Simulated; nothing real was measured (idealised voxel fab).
process module | voxel lift off
cross-section cut | 285 nm wide | cells 5 nm
A cross-section is a grid of square cells, given in bands from the top down. A band is one or more rows of cells.
Each band's line starts with the height of the band's top and of its bottom, in nm. Then come its materials from left to right, each with its width in nm. One material with "throughout" fills the band from edge to edge. "air" is empty space.
Height 0 is the level under which the wafer as received is all one material. The lowest band goes on downwards, as in "0 down".
A width such as "30 to 40" changes by the same amount from each row of cells to the next, from the band's top row to its bottom row.
"no change" after a step means that no cell of the cross-section changed.
closed voids: empty space of 8 cells or more with no open way to the top, each as width x height at its distance from the left edge, in nm
after a step's settings: what the simulator itself notes on the step
overlay nm, on a step with a mask: how far to the right of its planned place the mask lay; to the left if negative
plan
1 op RECEIVE | material Si
2 op CONFORMAL_DEP | material Al2O3 | thk nm 5
3 op PATTERN | tone open | mask id LINES | material resist | width nm 15 | pitch nm 40 | thk nm 25 | overlay nm 0
4 op DIRECTIONAL_DEP | material Ru | thk nm 15
5 op STRIP | etch materials resist
6 op CONFORMAL_DEP | material SiN | thk nm 5
varied across the wafers: thk nm of step 6. The plan shows the first wafer's value. All wafers start alike
first wafer as received, after step 1
  0 down: Si throughout
  closed voids: none
first wafer at the end, after step 6
  25 to 20: air 70 | SiN 25 | air 15 | SiN 25 | air 15 | SiN 25 | air 15 | SiN 25 | air 70
  20 to 10: air 70 | SiN 5 | Ru 15 | SiN 5 | air 15 | SiN 5 | Ru 15 | SiN 5 | air 15 | SiN 5 | Ru 15 | SiN 5 | air 15 | SiN 5 | Ru 15 | SiN 5 | air 70
  10 to 5: SiN 75 | Ru 15 | SiN 25 | Ru 15 | SiN 25 | Ru 15 | SiN 25 | Ru 15 | SiN 75
  5 to 0: Al2O3 throughout
  0 down: Si throughout
  closed voids: none
last wafer at the end
  40 to 25: air 55 | SiN 175 | air 55
  25 to 20: SiN throughout
  20 to 5: SiN 75 | Ru 15 | SiN 25 | Ru 15 | SiN 25 | Ru 15 | SiN 25 | Ru 15 | SiN 75
  5 to 0: Al2O3 throughout
  0 down: Si throughout
  closed voids: none
each wafer at the end: cells of each material gained (+) or lost (-) since it was received, then its closed voids
thk nm 5 | +57 Al2O3 | +36 Ru | +81 SiN | closed voids: none
thk nm 10 | +57 Al2O3 | +36 Ru | +162 SiN | closed voids: none
thk nm 15 | +57 Al2O3 | +36 Ru | +234 SiN | closed voids: none
thk nm 20 | +57 Al2O3 | +36 Ru | +297 SiN | closed voids: none
